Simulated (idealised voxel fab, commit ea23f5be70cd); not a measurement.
process module | voxel ribs on slabs
cross-section cut | 155 nm wide | cells 5 nm
A cross-section is a grid of square cells, given in bands from the top down. A band is one or more rows of cells.
Each band's line starts with the height of the band's top and of its bottom, in nm. Then come its materials from left to right, each with its width in nm. One material with "throughout" fills the band from edge to edge. "air" is empty space.
Height 0 is the level under which the wafer as received is all one material. The lowest band goes on downwards, as in "0 down".
A width such as "30 to 40" changes by the same amount from each row of cells to the next, from the band's top row to its bottom row.
"no change" after a step means that no cell of the cross-section changed.
closed voids: empty space of 8 cells or more with no open way to the top, each as width x height at its distance from the left edge, in nm
after a step's settings: what the simulator itself notes on the step
overlay nm, on a step with a mask: how far to the right of its planned place the mask lay; to the left if negative
plan
1 op RECEIVE | material Si
2 op DIRECTIONAL_DEP | material SiO2 | thk nm 20
3 op DIRECTIONAL_DEP | material polySi | thk nm 20
4 op PATTERN | tone cover | mask id RIB | material resist | width nm 20 | thk nm 20 | overlay nm 0
5 op DIRECTIONAL_ETCH | etch materials polySi | depth nm 15
6 op STRIP | etch materials resist
7 op PATTERN | tone cover | mask id SLAB | material resist | width nm 60 | thk nm 20 | overlay nm 0
8 op DIRECTIONAL_ETCH | etch materials polySi | depth nm 5
9 op STRIP | etch materials resist
10 op FILL_DEP | material SiO2 | thk nm 25
11 op CMP | height nm 60
12 op DIRECTIONAL_DEP | material W | thk nm 5
13 op PATTERN | tone cover | mask id HEATER | material resist | width nm 30 | thk nm 15 | overlay nm 0
14 op DIRECTIONAL_ETCH | etch materials W | depth nm 5
15 op STRIP | etch materials resist
16 op CONFORMAL_DEP | material SiO2 | thk nm 5
as received, after step 1
  0 down: Si throughout
  closed voids: none
first wafer at the end, as planned
  70 to 65: air 55 | SiO2 40 | air 60
  65 to 60: SiO2 60 | W 30 | SiO2 65
  60 to 40: SiO2 throughout
  40 to 25: SiO2 65 | polySi 20 | SiO2 70
  25 to 20: SiO2 45 | polySi 60 | SiO2 50
  20 to 0: SiO2 throughout
  0 down: Si throughout
  closed voids: none
second wafer at the end: like start, like plan, one mistake
  70 to 65: air 55 | SiO2 40 | air 60
  65 to 60: SiO2 60 | W 30 | SiO2 65
  60 to 20: polySi throughout
  20 to 0: SiO2 throughout
  0 down: Si throughout
  closed voids: none
what went wrong: step 10 ran as: op FILL_DEP | material polySi | thk nm 25
at the end the second wafer has, in cells: 224 fewer of SiO2 | 224 more of polySi
